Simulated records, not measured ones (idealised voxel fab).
Documented hereafter: the process module known as voxel released beams.
The figure presents cross-section cut, which has a width of 230 nm and is divided into square cells with an edge length of 5 nm.
A cross-section is a grid of square cells, given in bands from the top down. A band is one or more rows of cells. The entry gives the band's vertical extent as a top height and a bottom height in nm, then its horizontal make-up as materials from left to right, each with a width in nm. "blank" stands for empty space; a single material marked "throughout" fills the band edge to edge. Heights from 0 (as-received wafer is one material below). Bottom band endless downward, as "0 down". It should be noted that a width expressed as "30 to 40" varies in equal increments from row to row of cells within the band, taking the value of the first number at the top row and that of the second number at the bottom row. "no modification" for a step: no cell of the cross-section changed in that step. Reported under the label "Trapped cavities" are the empty spaces having no open way to the top and comprising 8 cells or more; the notation for each is width x height at distance, in which the distance is measured from the left edge and all three values are in nm. On each step's line, the part that comes after the settings is the simulator's own comment on the step. Regarding "overlay nm": on a step with a mask, it is the distance the mask lay to the right of its planned place; a negative value places it to the left.

**Steps planned for the process**
- 1: RECEIVE with material Si
- 2: CONFORMAL_DEP with material SiN, thk nm 5
- 3: DIRECTIONAL_DEP with material SiO2, thk nm 10
- 4: DIRECTIONAL_DEP with material aC, thk nm 10
- 5: PATTERN with tone open, mask id ANCHOR, material resist, width nm 45, thk nm 30, overlay nm 0
- 6: DIRECTIONAL_ETCH with etch materials aC, depth nm 10
- 7: STRIP with etch materials resist
- 8: DIRECTIONAL_ETCH with etch materials SiO2, depth nm 10
- 9: STRIP with etch materials aC
- 10: CONFORMAL_DEP with material TiN, thk nm 15
- 11: PATTERN with tone cover, mask id BEAM, material resist, width nm 120, thk nm 15, overlay nm 0
- 12: DIRECTIONAL_ETCH with etch materials TiN, depth nm 15
- 13: STRIP with etch materials resist
- 14: STRIP with etch materials SiO2

**first wafer, as planned**

**Shown in cross-section is the wafer as received, that is, as it stands after step 1**
  0 down | Si throughout
  Trapped cavities: none

**Step 2 complete: cross-section through the wafer**
  5 to 0 | SiN throughout
  below 0: unchanged

**Step 3 complete: cross-section through the wafer**
  15 to 5 | SiO2 throughout
  below 5: unchanged

**Step 4 complete: cross-section through the wafer**
  25 to 15 | aC throughout
  below 15: unchanged

**Step 5 complete: cross-section through the wafer**
  55 to 25 | 55 of resist | 45 of blank | 130 of resist
  below 25: unchanged

**Step 6 complete: cross-section through the wafer**
  45 to 25 | 55 of resist | 45 of blank | 130 of resist
  25 to 15 | 55 of aC | 45 of blank | 130 of aC
  below 15: unchanged

**Step 7 complete: cross-section through the wafer**
  25 to 15 | 55 of aC | 45 of blank | 130 of aC
  below 15: unchanged

**Step 8 complete: cross-section through the wafer**
  25 to 15 | 55 of aC | 45 of blank | 130 of aC
  15 to 5 | 55 of SiO2 | 45 of blank | 130 of SiO2
  below 5: unchanged

**Step 9 complete: cross-section through the wafer**
  15 to 5 | 55 of SiO2 | 45 of blank | 130 of SiO2
  below 5: unchanged

**Step 10 complete: cross-section through the wafer**
  30 to 20 | 70 of TiN | 15 of blank | 145 of TiN
  20 to 15 | TiN throughout
  15 to 5 | 55 of SiO2 | 45 of TiN | 130 of SiO2
  below 5: unchanged

**Step 11 complete: cross-section through the wafer**
  45 to 30 | 50 of blank | 120 of resist | 60 of blank
  30 to 20 | 70 of TiN | 15 of resist | 145 of TiN
  below 20: unchanged

**Step 12 complete: cross-section through the wafer**
  45 to 30 | 50 of blank | 120 of resist | 60 of blank
  30 to 20 | 50 of blank | 20 of TiN | 15 of resist | 85 of TiN | 60 of blank
  20 to 15 | 50 of blank | 120 of TiN | 60 of blank
  below 15: unchanged

**Step 13 complete: cross-section through the wafer**
  30 to 20 | 50 of blank | 20 of TiN | 15 of blank | 85 of TiN | 60 of blank
  below 20: unchanged

**Step 14 complete: cross-section through the wafer**
  30 to 20 | 50 of blank | 20 of TiN | 15 of blank | 85 of TiN | 60 of blank
  20 to 15 | 50 of blank | 120 of TiN | 60 of blank
  15 to 5 | 55 of blank | 45 of TiN | 130 of blank
  below 5: unchanged

**Now the other wafer: same start, same recipe, but we messed up one thing when running it. Up to and including step 11 it's the same as the first one**

**Look at the second wafer in cross-section at the time step 12 ought to have finished**
  45 to 30 | 50 of blank | 120 of resist | 60 of blank
  30 to 20 | 50 of blank | 20 of TiN | 15 of resist | 85 of TiN | 60 of blank
  below 20: unchanged

**Look at the second wafer in cross-section at the time step 13 ought to have finished**
  30 to 20 | 50 of blank | 20 of TiN | 15 of blank | 85 of TiN | 60 of blank
  below 20: unchanged

Look at the second wafer in cross-section at the time step 14 ought to have finished: no modification
It is concluded that the wafer was processed incorrectly with respect to the plan, in that step 12: run off-plan, actual operation and settings DIRECTIONAL_ETCH with etch materials TiN, depth nm 10
Bottom line after processing is that, in cells, the second wafer is up or down on some materials versus the first: SiO2: 74 more, TiN: 22 more
